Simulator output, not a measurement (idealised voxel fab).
Name of the process module below: voxel transistor to metal
205 nm wide, 5 nm square cells: that's cross-section cut.
We lay out every cross-section as a grid of square cells and spell it out in bands from the top down, where one band means one or more rows of cells. The entry gives the band's vertical extent as a top height and a bottom height in nm, then its horizontal make-up as materials from left to right, each with a width in nm. "empty" stands for empty space; a single material marked "everywhere" fills the band edge to edge. Basically, 0 is our baseline, since under it the wafer straight out of the box is all one material. The bottom band has no lower end and keeps on going down, so it looks like "top 0, no bottom". Read "30..40" as a graded width: first number on top, second number at the bottom, same change between each pair of neighbouring rows. Any step labelled "no change occurred" changed none of the cells in the cross-section. Entry "Fully sealed cavities". Content: empty spaces with no open connection to the top, size 8 cells or greater. Each: width x height at distance. Distance: from left edge. Unit: nm. Note: text after step settings on the step line = simulator remark on that step. The setting "overlay nm" may be written on the line of a step. When the step uses a mask, the value reports how far to the right of the planned place the mask lay, and a negative value reports that it lay to the left.
STEPS PLANNED FOR THE PROCESS
| 1 | RECEIVE | material Si |
| 2 | CONFORMAL_DEP | material SiO2 | thk nm 5 |
| 3 | CONFORMAL_DEP | material SiN | thk nm 15 |
| 4 | DIRECTIONAL_DEP | material aC | thk nm 10 |
| 5 | PATTERN | tone cover | mask id ACTIVE | material resist | width nm 120 | thk nm 30 | overlay nm 0 |
| 6 | DIRECTIONAL_ETCH | etch materials aC | depth nm 10 |
| 7 | STRIP | etch materials resist |
| 8 | DIRECTIONAL_ETCH | etch materials SiN | depth nm 15 |
| 9 | DIRECTIONAL_ETCH | etch materials SiO2 | depth nm 5 |
| 10 | DIRECTIONAL_ETCH | etch materials Si | depth nm 30 |
| 11 | STRIP | etch materials aC |
| 12 | FILL_DEP | material SiO2 | thk nm 5 |
| 13 | CMP | height nm 20 |
| 14 | SELECTIVE_ETCH | etch materials SiO2 | depth nm 15 |
| 15 | STRIP | etch materials SiN |
| 16 | SELECTIVE_ETCH | etch materials SiO2 | depth nm 5 |
| 17 | OXIDIZE | depth nm 5 |
| 18 | DIRECTIONAL_DEP | material polySi | thk nm 30 |
| 19 | DIRECTIONAL_DEP | material SiCN | thk nm 15 |
| 20 | DIRECTIONAL_DEP | material aC | thk nm 10 |
| 21 | PATTERN | tone cover | mask id GATE | material resist | width nm 20 | thk nm 30 | overlay nm 0 |
| 22 | DIRECTIONAL_ETCH | etch materials aC | depth nm 10 |
| 23 | STRIP | etch materials resist |
| 24 | DIRECTIONAL_ETCH | etch materials SiCN | depth nm 25 |
| 25 | DIRECTIONAL_ETCH | etch materials polySi | depth nm 40 |
| 26 | STRIP | etch materials aC |
| 27 | CONFORMAL_DEP | material SiN | thk nm 10 |
| 28 | DIRECTIONAL_ETCH | etch materials SiN | depth nm 10 |
| 29 | DIRECTIONAL_ETCH | etch materials SiO2 | depth nm 5 |
| 30 | EPI | material nSi | thk nm 5 |
| 31 | FILL_DEP | material SiO2 | thk nm 5 |
| 32 | CMP | height nm 45 |
| 33 | DIRECTIONAL_DEP | material SiO2 | thk nm 15 |
| 34 | PATTERN | tone open | mask id CONTACT | material resist | width nm 20 | pitch nm 80 | thk nm 15 | overlay nm 0 |
| 35 | DIRECTIONAL_ETCH | etch materials SiO2 | depth nm 60 |
| 36 | STRIP | etch materials resist |
| 37 | CONFORMAL_DEP | material TiN | thk nm 5 |
| 38 | FILL_DEP | material W | thk nm 5 |
| 39 | CMP | height nm 60 |
| 40 | DIRECTIONAL_DEP | material TiN | thk nm 5 |
| 41 | DIRECTIONAL_DEP | material Ru | thk nm 15 |
| 42 | MASKED_ETCH | tone cover | mask id METAL_1 | width nm 20 | pitch nm 80 | etch materials Ru | depth nm 15 | overlay nm 0 |
| 43 | MASKED_ETCH | tone cover | mask id METAL_1 | width nm 20 | pitch nm 80 | etch materials TiN | depth nm 5 | overlay nm 0 |
| 44 | FILL_DEP | material SiO2 | thk nm 5 |
| 45 | CMP | height nm 80 |
| 46 | CONFORMAL_DEP | material SiCN | thk nm 5 |
| 47 | DIRECTIONAL_DEP | material lowk | thk nm 25 |
| 48 | PATTERN | tone open | mask id METAL_2_HOLES | material resist | width nm 15 | pitch nm 80 | thk nm 20 | overlay nm 0 |
| 49 | DIRECTIONAL_ETCH | etch materials lowk | depth nm 25 |
| 50 | STRIP | etch materials resist |
| 51 | MASKED_ETCH | tone open | mask id METAL_2 | width nm 20 | pitch nm 80 | etch materials lowk | depth nm 15 | overlay nm 0 |
| 52 | MASKED_ETCH | tone open | mask id METAL_2 | width nm 20 | pitch nm 80 | etch materials SiCN | depth nm 5 | overlay nm 0 |
| 53 | CONFORMAL_DEP | material TiN | thk nm 5 |
| 54 | FILL_DEP | material Cu | thk nm 10 |
| 55 | CMP | height nm 110 |
| 56 | CONFORMAL_DEP | material SiN | thk nm 5 |
FIRST OF THE TWO WAFERS, RUN PER PLAN
CROSS-SECTION OF THE INCOMING WAFER, STATE AFTER STEP 1
  top 0, no bottom = Si everywhere
  Fully sealed cavities: none
WAFER XSEC, POST STEP 2
  top 5, bottom 0 = SiO2 everywhere
  Lower than 0, everything is as it was.
WAFER XSEC, POST STEP 3
  top 20, bottom 5 = SiN everywhere
  Lower than 5, everything is as it was.
WAFER XSEC, POST STEP 4
  top 30, bottom 20 = aC everywhere
  Lower than 20, everything is as it was.
WAFER XSEC, POST STEP 5
  top 60, bottom 30 = empty=40 / resist=120 / empty=45
  Lower than 30, everything is as it was.
WAFER XSEC, POST STEP 6
  top 50, bottom 30 = empty=40 / resist=120 / empty=45
  top 30, bottom 20 = empty=40 / aC=120 / empty=45
  Lower than 20, everything is as it was.
WAFER XSEC, POST STEP 7
  top 30, bottom 20 = empty=40 / aC=120 / empty=45
  Lower than 20, everything is as it was.
WAFER XSEC, POST STEP 8
  top 30, bottom 20 = empty=40 / aC=120 / empty=45
  top 20, bottom 5 = empty=40 / SiN=120 / empty=45
  Lower than 5, everything is as it was.
WAFER XSEC, POST STEP 9
  top 30, bottom 20 = empty=40 / aC=120 / empty=45
  top 20, bottom 5 = empty=40 / SiN=120 / empty=45
  top 5, bottom 0 = empty=40 / SiO2=120 / empty=45
  Lower than 0, everything is as it was.
WAFER XSEC, POST STEP 10
  top 30, bottom 20 = empty=40 / aC=120 / empty=45
  top 20, bottom 5 = empty=40 / SiN=120 / empty=45
  top 5, bottom 0 = empty=40 / SiO2=120 / empty=45
  top 0, bottom -30 = empty=40 / Si=120 / empty=45
  Lower than -30, everything is as it was.
WAFER XSEC, POST STEP 11
  top 20, bottom 5 = empty=40 / SiN=120 / empty=45
  Lower than 5, everything is as it was.
WAFER XSEC, POST STEP 12
  top 25, bottom 20 = SiO2 everywhere
  top 20, bottom 5 = SiO2=40 / SiN=120 / SiO2=45
  top 5, bottom 0 = SiO2 everywhere
  top 0, bottom -30 = SiO2=40 / Si=120 / SiO2=45
  Lower than -30, everything is as it was.
WAFER XSEC, POST STEP 13
  top 20, bottom 5 = SiO2=40 / SiN=120 / SiO2=45
  Lower than 5, everything is as it was.
WAFER XSEC, POST STEP 14
  top 20, bottom 5 = empty=40 / SiN=120 / empty=45
  Lower than 5, everything is as it was.
WAFER XSEC, POST STEP 15
  top 5, bottom 0 = SiO2 everywhere
  Lower than 0, everything is as it was.
WAFER XSEC, POST STEP 16
  top 0, bottom -30 = SiO2=40 / Si=120 / SiO2=45
  Lower than -30, everything is as it was.
WAFER XSEC, POST STEP 17
  top 0, bottom -5 = SiO2 everywhere
  Lower than -5, everything is as it was.
WAFER XSEC, POST STEP 18
  top 30, bottom 0 = polySi everywhere
  Lower than 0, everything is as it was.
WAFER XSEC, POST STEP 19
  top 45, bottom 30 = SiCN everywhere
  Lower than 30, everything is as it was.
WAFER XSEC, POST STEP 20
  top 55, bottom 45 = aC everywhere
  Lower than 45, everything is as it was.
WAFER XSEC, POST STEP 21
  top 85, bottom 55 = empty=90 / resist=20 / empty=95
  Lower than 55, everything is as it was.
WAFER XSEC, POST STEP 22
  top 75, bottom 55 = empty=90 / resist=20 / empty=95
  top 55, bottom 45 = empty=90 / aC=20 / empty=95
  Lower than 45, everything is as it was.
WAFER XSEC, POST STEP 23
  top 55, bottom 45 = empty=90 / aC=20 / empty=95
  Lower than 45, everything is as it was.
WAFER XSEC, POST STEP 24
  top 55, bottom 45 = empty=90 / aC=20 / empty=95
  top 45, bottom 30 = empty=90 / SiCN=20 / empty=95
  Lower than 30, everything is as it was.
WAFER XSEC, POST STEP 25
  top 55, bottom 45 = empty=90 / aC=20 / empty=95
  top 45, bottom 30 = empty=90 / SiCN=20 / empty=95
  top 30, bottom 0 = empty=90 / polySi=20 / empty=95
  Lower than 0, everything is as it was.
WAFER XSEC, POST STEP 26
  top 45, bottom 30 = empty=90 / SiCN=20 / empty=95
  Lower than 30, everything is as it was.
WAFER XSEC, POST STEP 27
  top 55, bottom 45 = empty=80 / SiN=40 / empty=85
  top 45, bottom 30 = empty=80 / SiN=10 / SiCN=20 / SiN=10 / empty=85
  top 30, bottom 10 = empty=80 / SiN=10 / polySi=20 / SiN=10 / empty=85
  top 10, bottom 0 = SiN=90 / polySi=20 / SiN=95
  Lower than 0, everything is as it was.
WAFER XSEC, POST STEP 28
  top 45, bottom 30 = empty=80 / SiN=10 / SiCN=20 / SiN=10 / empty=85
  top 30, bottom 0 = empty=80 / SiN=10 / polySi=20 / SiN=10 / empty=85
  Lower than 0, everything is as it was.
WAFER XSEC, POST STEP 29
  top 45, bottom 30 = empty=80 / SiN=10 / SiCN=20 / SiN=10 / empty=85
  top 30, bottom 0 = empty=80 / SiN=10 / polySi=20 / SiN=10 / empty=85
  top 0, bottom -5 = empty=80 / SiO2=40 / empty=85
  Lower than -5, everything is as it was.
WAFER XSEC, POST STEP 30
  top 45, bottom 30 = empty=80 / SiN=10 / SiCN=20 / SiN=10 / empty=85
  top 30, bottom 0 = empty=80 / SiN=10 / polySi=20 / SiN=10 / empty=85
  top 0, bottom -5 = empty=35 / nSi=45 / SiO2=40 / nSi=45 / empty=40
  Lower than -5, everything is as it was.
WAFER XSEC, POST STEP 31
  top 50, bottom 45 = SiO2 everywhere
  top 45, bottom 30 = SiO2=80 / SiN=10 / SiCN=20 / SiN=10 / SiO2=85
  top 30, bottom 0 = SiO2=80 / SiN=10 / polySi=20 / SiN=10 / SiO2=85
  top 0, bottom -5 = SiO2=35 / nSi=45 / SiO2=40 / nSi=45 / SiO2=40
  Lower than -5, everything is as it was.
WAFER XSEC, POST STEP 32
  top 45, bottom 30 = SiO2=80 / SiN=10 / SiCN=20 / SiN=10 / SiO2=85
  Lower than 30, everything is as it was.
WAFER XSEC, POST STEP 33
  top 60, bottom 45 = SiO2 everywhere
  Lower than 45, everything is as it was.
WAFER XSEC, POST STEP 34
  top 75, bottom 60 = resist=50 / empty=20 / resist=60 / empty=20 / resist=55
  Lower than 60, everything is as it was.
WAFER XSEC, POST STEP 35
  top 75, bottom 60 = resist=50 / empty=20 / resist=60 / empty=20 / resist=55
  top 60, bottom 45 = SiO2=50 / empty=20 / SiO2=60 / empty=20 / SiO2=55
  top 45, bottom 30 = SiO2=50 / empty=20 / SiO2=10 / SiN=10 / SiCN=20 / SiN=10 / SiO2=10 / empty=20 / SiO2=55
  top 30, bottom 0 = SiO2=50 / empty=20 / SiO2=10 / SiN=10 / polySi=20 / SiN=10 / SiO2=10 / empty=20 / SiO2=55
  Lower than 0, everything is as it was.
WAFER XSEC, POST STEP 36
  top 60, bottom 45 = SiO2=50 / empty=20 / SiO2=60 / empty=20 / SiO2=55
  Lower than 45, everything is as it was.
WAFER XSEC, POST STEP 37
  top 65, bottom 60 = TiN=55 / empty=10 / TiN=70 / empty=10 / TiN=60
  top 60, bottom 45 = SiO2=50 / TiN=5 / empty=10 / TiN=5 / SiO2=60 / TiN=5 / empty=10 / TiN=5 / SiO2=55
  top 45, bottom 30 = SiO2=50 / TiN=5 / empty=10 / TiN=5 / SiO2=10 / SiN=10 / SiCN=20 / SiN=10 / SiO2=10 / TiN=5 / empty=10 / TiN=5 / SiO2=55
  top 30, bottom 5 = SiO2=50 / TiN=5 / empty=10 / TiN=5 / SiO2=10 / SiN=10 / polySi=20 / SiN=10 / SiO2=10 / TiN=5 / empty=10 / TiN=5 / SiO2=55
  top 5, bottom 0 = SiO2=50 / TiN=20 / SiO2=10 / SiN=10 / polySi=20 / SiN=10 / SiO2=10 / TiN=20 / SiO2=55
  Lower than 0, everything is as it was.
WAFER XSEC, POST STEP 38
  top 70, bottom 65 = W everywhere
  top 65, bottom 60 = TiN=55 / W=10 / TiN=70 / W=10 / TiN=60
  top 60, bottom 45 = SiO2=50 / TiN=5 / W=10 / TiN=5 / SiO2=60 / TiN=5 / W=10 / TiN=5 / SiO2=55
  top 45, bottom 30 = SiO2=50 / TiN=5 / W=10 / TiN=5 / SiO2=10 / SiN=10 / SiCN=20 / SiN=10 / SiO2=10 / TiN=5 / W=10 / TiN=5 / SiO2=55
  top 30, bottom 5 = SiO2=50 / TiN=5 / W=10 / TiN=5 / SiO2=10 / SiN=10 / polySi=20 / SiN=10 / SiO2=10 / TiN=5 / W=10 / TiN=5 / SiO2=55
  Lower than 5, everything is as it was.
WAFER XSEC, POST STEP 39
  top 60, bottom 45 = SiO2=50 / TiN=5 / W=10 / TiN=5 / SiO2=60 / TiN=5 / W=10 / TiN=5 / SiO2=55
  Lower than 45, everything is as it was.
WAFER XSEC, POST STEP 40
  top 65, bottom 60 = TiN everywhere
  Lower than 60, everything is as it was.
WAFER XSEC, POST STEP 41
  top 80, bottom 65 = Ru everywhere
  Lower than 65, everything is as it was.
WAFER XSEC, POST STEP 42
  top 80, bottom 65 = empty=50 / Ru=20 / empty=60 / Ru=20 / empty=55
  Lower than 65, everything is as it was.
WAFER XSEC, POST STEP 43
  top 80, bottom 65 = empty=50 / Ru=20 / empty=60 / Ru=20 / empty=55
  top 65, bottom 60 = empty=50 / TiN=20 / empty=60 / TiN=20 / empty=55
  Lower than 60, everything is as it was.
WAFER XSEC, POST STEP 44
  top 85, bottom 80 = SiO2 everywhere
  top 80, bottom 65 = SiO2=50 / Ru=20 / SiO2=60 / Ru=20 / SiO2=55
  top 65, bottom 60 = SiO2=50 / TiN=20 / SiO2=60 / TiN=20 / SiO2=55
  Lower than 60, everything is as it was.
WAFER XSEC, POST STEP 45
  top 80, bottom 65 = SiO2=50 / Ru=20 / SiO2=60 / Ru=20 / SiO2=55
  Lower than 65, everything is as it was.
WAFER XSEC, POST STEP 46
  top 85, bottom 80 = SiCN everywhere
  Lower than 80, everything is as it was.
WAFER XSEC, POST STEP 47
  top 110, bottom 85 = lowk everywhere
  Lower than 85, everything is as it was.
WAFER XSEC, POST STEP 48
  top 130, bottom 110 = resist=50 / empty=15 / resist=65 / empty=15 / resist=60
  Lower than 110, everything is as it was.
WAFER XSEC, POST STEP 49
  top 130, bottom 110 = resist=50 / empty=15 / resist=65 / empty=15 / resist=60
  top 110, bottom 85 = lowk=50 / empty=15 / lowk=65 / empty=15 / lowk=60
  Lower than 85, everything is as it was.
WAFER XSEC, POST STEP 50
  top 110, bottom 85 = lowk=50 / empty=15 / lowk=65 / empty=15 / lowk=60
  Lower than 85, everything is as it was.
WAFER XSEC, POST STEP 51
  top 110, bottom 95 = lowk=50 / empty=20 / lowk=60 / empty=20 / lowk=55
  Lower than 95, everything is as it was.
WAFER XSEC, POST STEP 52
  top 110, bottom 95 = lowk=50 / empty=20 / lowk=60 / empty=20 / lowk=55
  top 95, bottom 85 = lowk=50 / empty=15 / lowk=65 / empty=15 / lowk=60
  top 85, bottom 80 = SiCN=50 / empty=15 / SiCN=65 / empty=15 / SiCN=60
  Lower than 80, everything is as it was.
WAFER XSEC, POST STEP 53
  top 115, bottom 110 = TiN=55 / empty=10 / TiN=70 / empty=10 / TiN=60
  top 110, bottom 100 = lowk=50 / TiN=5 / empty=10 / TiN=5 / lowk=60 / TiN=5 / empty=10 / TiN=5 / lowk=55
  top 100, bottom 95 = lowk=50 / TiN=5 / empty=5 / TiN=10 / lowk=60 / TiN=5 / empty=5 / TiN=10 / lowk=55
  top 95, bottom 85 = lowk=50 / TiN=5 / empty=5 / TiN=5 / lowk=65 / TiN=5 / empty=5 / TiN=5 / lowk=60
  top 85, bottom 80 = SiCN=50 / TiN=15 / SiCN=65 / TiN=15 / SiCN=60
  Lower than 80, everything is as it was.
WAFER XSEC, POST STEP 54
  top 125, bottom 115 = Cu everywhere
  top 115, bottom 110 = TiN=55 / Cu=10 / TiN=70 / Cu=10 / TiN=60
  top 110, bottom 100 = lowk=50 / TiN=5 / Cu=10 / TiN=5 / lowk=60 / TiN=5 / Cu=10 / TiN=5 / lowk=55
  top 100, bottom 95 = lowk=50 / TiN=5 / Cu=5 / TiN=10 / lowk=60 / TiN=5 / Cu=5 / TiN=10 / lowk=55
  top 95, bottom 85 = lowk=50 / TiN=5 / Cu=5 / TiN=5 / lowk=65 / TiN=5 / Cu=5 / TiN=5 / lowk=60
  Lower than 85, everything is as it was.
WAFER XSEC, POST STEP 55
  top 110, bottom 100 = lowk=50 / TiN=5 / Cu=10 / TiN=5 / lowk=60 / TiN=5 / Cu=10 / TiN=5 / lowk=55
  Lower than 100, everything is as it was.
WAFER XSEC, POST STEP 56
  top 115, bottom 110 = SiN everywhere
  Lower than 110, everything is as it was.
WAFER TWO OF TWO - SAME STARTING POINT, SAME PROCESS PLAN, ONE MISTAKE IN EXECUTION; MATCHES WAFER ONE UP TO AND INCLUDING STEP 41
SECOND WAFER, SECTION VIEW, TIME POINT: SCHEDULED END OF STEP 42
  top 80, bottom 65 = empty=55 / Ru=15 / empty=65 / Ru=15 / empty=55
  Lower than 65, everything is as it was.
SECOND WAFER, SECTION VIEW, TIME POINT: SCHEDULED END OF STEP 43
  top 80, bottom 65 = empty=55 / Ru=15 / empty=65 / Ru=15 / empty=55
  top 65, bottom 60 = empty=50 / TiN=20 / empty=60 / TiN=20 / empty=55
  Lower than 60, everything is as it was.
SECOND WAFER, SECTION VIEW, TIME POINT: SCHEDULED END OF STEP 44
  top 85, bottom 80 = SiO2 everywhere
  top 80, bottom 65 = SiO2=55 / Ru=15 / SiO2=65 / Ru=15 / SiO2=55
  top 65, bottom 60 = SiO2=50 / TiN=20 / SiO2=60 / TiN=20 / SiO2=55
  Lower than 60, everything is as it was.
SECOND WAFER, SECTION VIEW, TIME POINT: SCHEDULED END OF STEP 45
  top 80, bottom 65 = SiO2=55 / Ru=15 / SiO2=65 / Ru=15 / SiO2=55
  Lower than 65, everything is as it was.
SECOND WAFER, SECTION VIEW, TIME POINT: SCHEDULED END OF STEP 46
  top 85, bottom 80 = SiCN everywhere
  Lower than 80, everything is as it was.
SECOND WAFER, SECTION VIEW, TIME POINT: SCHEDULED END OF STEP 47
  top 110, bottom 85 = lowk everywhere
  Lower than 85, everything is as it was.
SECOND WAFER, SECTION VIEW, TIME POINT: SCHEDULED END OF STEP 48
  top 130, bottom 110 = resist=50 / empty=15 / resist=65 / empty=15 / resist=60
  Lower than 110, everything is as it was.
SECOND WAFER, SECTION VIEW, TIME POINT: SCHEDULED END OF STEP 49
  top 130, bottom 110 = resist=50 / empty=15 / resist=65 / empty=15 / resist=60
  top 110, bottom 85 = lowk=50 / empty=15 / lowk=65 / empty=15 / lowk=60
  Lower than 85, everything is as it was.
SECOND WAFER, SECTION VIEW, TIME POINT: SCHEDULED END OF STEP 50
  top 110, bottom 85 = lowk=50 / empty=15 / lowk=65 / empty=15 / lowk=60
  Lower than 85, everything is as it was.
SECOND WAFER, SECTION VIEW, TIME POINT: SCHEDULED END OF STEP 51
  top 110, bottom 95 = lowk=50 / empty=20 / lowk=60 / empty=20 / lowk=55
  Lower than 95, everything is as it was.
SECOND WAFER, SECTION VIEW, TIME POINT: SCHEDULED END OF STEP 52
  top 110, bottom 95 = lowk=50 / empty=20 / lowk=60 / empty=20 / lowk=55
  top 95, bottom 85 = lowk=50 / empty=15 / lowk=65 / empty=15 / lowk=60
  top 85, bottom 80 = SiCN=50 / empty=15 / SiCN=65 / empty=15 / SiCN=60
  Lower than 80, everything is as it was.
SECOND WAFER, SECTION VIEW, TIME POINT: SCHEDULED END OF STEP 53
  top 115, bottom 110 = TiN=55 / empty=10 / TiN=70 / empty=10 / TiN=60
  top 110, bottom 100 = lowk=50 / TiN=5 / empty=10 / TiN=5 / lowk=60 / TiN=5 / empty=10 / TiN=5 / lowk=55
  top 100, bottom 95 = lowk=50 / TiN=5 / empty=5 / TiN=10 / lowk=60 / TiN=5 / empty=5 / TiN=10 / lowk=55
  top 95, bottom 85 = lowk=50 / TiN=5 / empty=5 / TiN=5 / lowk=65 / TiN=5 / empty=5 / TiN=5 / lowk=60
  top 85, bottom 80 = SiCN=50 / TiN=15 / SiCN=65 / TiN=15 / SiCN=60
  Lower than 80, everything is as it was.
SECOND WAFER, SECTION VIEW, TIME POINT: SCHEDULED END OF STEP 54
  top 125, bottom 115 = Cu everywhere
  top 115, bottom 110 = TiN=55 / Cu=10 / TiN=70 / Cu=10 / TiN=60
  top 110, bottom 100 = lowk=50 / TiN=5 / Cu=10 / TiN=5 / lowk=60 / TiN=5 / Cu=10 / TiN=5 / lowk=55
  top 100, bottom 95 = lowk=50 / TiN=5 / Cu=5 / TiN=10 / lowk=60 / TiN=5 / Cu=5 / TiN=10 / lowk=55
  top 95, bottom 85 = lowk=50 / TiN=5 / Cu=5 / TiN=5 / lowk=65 / TiN=5 / Cu=5 / TiN=5 / lowk=60
  Lower than 85, everything is as it was.
SECOND WAFER, SECTION VIEW, TIME POINT: SCHEDULED END OF STEP 55
  top 110, bottom 100 = lowk=50 / TiN=5 / Cu=10 / TiN=5 / lowk=60 / TiN=5 / Cu=10 / TiN=5 / lowk=55
  Lower than 100, everything is as it was.
SECOND WAFER, SECTION VIEW, TIME POINT: SCHEDULED END OF STEP 56
  top 115, bottom 110 = SiN everywhere
  Lower than 110, everything is as it was.
Short version of what went wrong: step 42 was processed under conditions differing from the plan, specifically as MASKED_ETCH | tone cover | mask id METAL_1 | width nm 15 | pitch nm 80 | etch materials Ru | depth nm 15 | overlay nm 0
Final tally in cells, some materials are higher or lower on the second wafer than on the first: Ru: 6 fewer, SiO2: 6 more
